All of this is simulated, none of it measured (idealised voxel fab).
Process module heading - voxel capacitor over wiring
The figure presents cross-section cut, which has a width of 225 nm and is divided into square cells with an edge length of 5 nm.
Notation: cross-section as square-cell grid; stated in bands, top first, going down; one or more cell rows per band.
A band entry consists of two parts. The first gives the height of the band's top and the height of its bottom, in nm. The rest lists the band's materials from left to right, each with its width in nm. A single material labelled with the word "edge to edge" fills the band from edge to edge, and the word "blank" marks empty space.
Below 0: as-received wafer, all one material; heights counted from there. Lowest band: no bottom, goes on down, written "top 0, no bottom".
So if you see something like "30 to 40" for the width, read it as the top row of the band sitting at the first number and the bottom row at the second, with every row in between moving by the same amount as the last.
"nothing changed" after a step means that no cell of the cross-section changed.
"Closed void table" contains a list of empty spaces, each no smaller than 8 cells and without an open way to the top, written in the form width x height at distance with the distance from the left edge and all three in nm.
On each step's line, the part that comes after the settings is the simulator's own comment on the step.
overlay nm: on a step with a mask, how far right of its planned place the mask lay; negative means left.
The steps planned for the process are as follows
1: RECEIVE (material Si)
2: CONFORMAL_DEP (material SiO2; thk nm 10)
3: DIRECTIONAL_DEP (material TiN; thk nm 5)
4: DIRECTIONAL_DEP (material Ru; thk nm 15)
5: DIRECTIONAL_DEP (material aC; thk nm 10)
6: PATTERN (tone cover; mask id METAL_1; material resist; width nm 30; pitch nm 80; thk nm 25; overlay nm 0)
7: DIRECTIONAL_ETCH (etch materials aC; depth nm 10)
8: STRIP (etch materials resist)
9: DIRECTIONAL_ETCH (etch materials Ru; depth nm 15)
10: DIRECTIONAL_ETCH (etch materials TiN; depth nm 5)
11: STRIP (etch materials aC)
12: CONFORMAL_DEP (material SiCN; thk nm 5)
13: FILL_DEP (material lowk; thk nm 10)
14: CMP (height nm 30)
15: CONFORMAL_DEP (material SiCN; thk nm 5)
16: DIRECTIONAL_DEP (material SiO2; thk nm 20)
17: MASKED_ETCH (tone open; mask id PLUG_1; width nm 15; etch materials SiO2; depth nm 20; overlay nm 0)
18: MASKED_ETCH (tone open; mask id PLUG_1; width nm 15; etch materials SiCN; depth nm 5; overlay nm 0)
19: EPI (material Ru; thk nm 10)
20: EPI (material Ru; thk nm 10)
21: EPI (material Ru; thk nm 5)
22: DIRECTIONAL_DEP (material TiN; thk nm 10)
23: DIRECTIONAL_DEP (material Al2O3; thk nm 5)
24: DIRECTIONAL_DEP (material TiN; thk nm 5)
25: DIRECTIONAL_DEP (material aC; thk nm 10)
26: PATTERN (tone cover; mask id UPPER_PLATE; material resist; width nm 55; thk nm 30; overlay nm 0)
27: DIRECTIONAL_ETCH (etch materials aC; depth nm 10)
28: STRIP (etch materials resist)
29: DIRECTIONAL_ETCH (etch materials TiN; depth nm 5)
30: DIRECTIONAL_ETCH (etch materials Al2O3; depth nm 5)
31: STRIP (etch materials aC)
32: PATTERN (tone cover; mask id LOWER_PLATE; material resist; width nm 65; thk nm 15; overlay nm 0)
33: DIRECTIONAL_ETCH (etch materials TiN; depth nm 10)
34: STRIP (etch materials resist)
35: FILL_DEP (material SiO2; thk nm 20)
36: CMP (height nm 90)
37: PATTERN (tone open; mask id PLUG_2; material resist; width nm 15; thk nm 20; overlay nm 0)
38: DIRECTIONAL_ETCH (etch materials SiO2; depth nm 15)
39: STRIP (etch materials resist)
40: CONFORMAL_DEP (material TiN; thk nm 5)
41: FILL_DEP (material Cu; thk nm 10)
42: CMP (height nm 90)
43: CONFORMAL_DEP (material SiCN; thk nm 5)
Delivered wafer in cross-section: state after step 1
	top 0, no bottom: Si edge to edge
	Closed void table: none
Look at the cross-section after the module: the wafer started out the way shown above and the plan was the one shown above, yet one mistake was made along the way
	top 105, bottom 100: SiCN edge to edge
	top 100, bottom 95: Cu edge to edge
	top 95, bottom 90: TiN=85  Cu=5  TiN=135
	top 90, bottom 80: SiO2=80  TiN=5  Cu=5  TiN=5  SiO2=130
	top 80, bottom 70: SiO2=80 to 70  TiN=15 to 55  SiO2=130 to 100
	top 70, bottom 65: SiO2=70  Al2O3=55  SiO2=100
	top 65, bottom 55: SiO2=65  TiN=65  SiO2=95
	top 55, bottom 35: SiO2=70  Ru=15  SiO2=140
	top 35, bottom 30: SiCN=70  Ru=15  SiCN=140
	top 30, bottom 15: lowk=50  SiCN=5  Ru=30  SiCN=5  lowk=40  SiCN=5  Ru=30  SiCN=5  lowk=55
	top 15, bottom 10: SiCN=55  TiN=30  SiCN=50  TiN=30  SiCN=60
	top 10, bottom 0: SiO2 edge to edge
	top 0, no bottom: Si edge to edge
	Closed void table: none
What was done differently from what was planned? so step 42 ended up running with a different setting than we planned, it ran as CMP (height nm 100)
